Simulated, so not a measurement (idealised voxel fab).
Module name: voxel capacitor over wiring (process module)
Square cells of 5 nm make up the cross-section cut, whose width is 300 nm.
In this document a cross-section is written as a grid of square cells. It is given as a series of bands, listed from the top down, and a band is one or more rows of cells. Look at the band entry: it leads with the top's height and the bottom's height in nm. Then it lists the materials left to right, with a width in nm for each. The word "throughout" on a single material says that material fills the band edge to edge. The word "empty" is empty space. Below 0: as-received wafer, all one material; heights counted from there. Lowest band: no bottom, goes on down, written "0 nm and below". With a width like "30->40", each row of cells in the band differs from the next by the same amount, the top row carrying the first number and the bottom row the second. Reading "nothing got changed" for a step: not a cell of the cross-section changed in it. In the "Voids, enclosed" entry, you get each enclosed empty space of 8 cells or more, one with no open way to the top, written width x height at distance, distance from the left edge, in nm. On a step's line, text after the settings is the simulator commenting on that step. A step's line can hold "overlay nm"; with a mask on that step, the setting says how far right of the planned place the mask lay, while a negative setting says it lay to the left.
### Listed below are the process steps as planned
1. RECEIVE,material Si
2. CONFORMAL_DEP,material SiO2,thk nm 10
3. DIRECTIONAL_DEP,material TiN,thk nm 5
4. DIRECTIONAL_DEP,material W,thk nm 25
5. PATTERN,tone cover,mask id METAL_1,material resist,width nm 20,pitch nm 85,thk nm 20,overlay nm 0
6. DIRECTIONAL_ETCH,etch materials W,depth nm 25
7. DIRECTIONAL_ETCH,etch materials TiN,depth nm 5
8. STRIP,etch materials resist
9. FILL_DEP,material SiO2,thk nm 10
10. CMP,height nm 40
11. CONFORMAL_DEP,material SiCN,thk nm 5
12. DIRECTIONAL_DEP,material SiO2,thk nm 20
13. DIRECTIONAL_DEP,material aC,thk nm 15
14. PATTERN,tone open,mask id PLUG_1,material resist,width nm 15,thk nm 35,overlay nm 0
15. DIRECTIONAL_ETCH,etch materials aC,depth nm 15
16. STRIP,etch materials resist
17. DIRECTIONAL_ETCH,etch materials SiO2,depth nm 20
18. DIRECTIONAL_ETCH,etch materials SiCN,depth nm 5
19. STRIP,etch materials aC
20. CONFORMAL_DEP,material TiN,thk nm 5
21. FILL_DEP,material Cu,thk nm 10
22. CMP,height nm 65
23. DIRECTIONAL_DEP,material TiN,thk nm 10
24. DIRECTIONAL_DEP,material Al2O3,thk nm 5
25. DIRECTIONAL_DEP,material TiN,thk nm 5
26. DIRECTIONAL_DEP,material aC,thk nm 10
27. PATTERN,tone cover,mask id UPPER_PLATE,material resist,width nm 70,thk nm 30,overlay nm 0
28. DIRECTIONAL_ETCH,etch materials aC,depth nm 10
29. STRIP,etch materials resist
30. DIRECTIONAL_ETCH,etch materials TiN,depth nm 5
31. DIRECTIONAL_ETCH,etch materials Al2O3,depth nm 5
32. STRIP,etch materials aC
33. DIRECTIONAL_DEP,material aC,thk nm 10
34. PATTERN,tone cover,mask id LOWER_PLATE,material resist,width nm 80,thk nm 30,overlay nm 0
35. DIRECTIONAL_ETCH,etch materials aC,depth nm 10
36. STRIP,etch materials resist
37. DIRECTIONAL_ETCH,etch materials TiN,depth nm 10
38. STRIP,etch materials aC
39. FILL_DEP,material SiO2,thk nm 20
40. CMP,height nm 100
41. PATTERN,tone open,mask id PLUG_2,material resist,width nm 15,thk nm 15,overlay nm 0
42. DIRECTIONAL_ETCH,etch materials SiO2,depth nm 15
43. STRIP,etch materials resist
44. CONFORMAL_DEP,material TiN,thk nm 5
45. FILL_DEP,material W,thk nm 10
46. CMP,height nm 100
47. CONFORMAL_DEP,material SiCN,thk nm 5
The wafers are alike at the start. At step 41, their width nm differs. The plan lists the first wafer's value.
### Cross-section, first of several wafers, as delivered after step 1
> 0 nm and below  Si throughout
> Voids, enclosed: none
### Basically each wafer gets a line in the table, showing it at the end of the module: material by material, the cells it gained (+) or lost (-) since we got it, then its closed voids
width nm 15; +14 Al2O3; +4 Cu; +117 SiCN; +1011 SiO2; +72 TiN; +42 W; Voids, enclosed: none
width nm 20; +14 Al2O3; +4 Cu; +117 SiCN; +1008 SiO2; +73 TiN; +44 W; Voids, enclosed: none
width nm 25; +14 Al2O3; +4 Cu; +117 SiCN; +1005 SiO2; +74 TiN; +46 W; Voids, enclosed: none
width nm 30; +14 Al2O3; +4 Cu; +117 SiCN; +1002 SiO2; +75 TiN; +48 W; Voids, enclosed: none
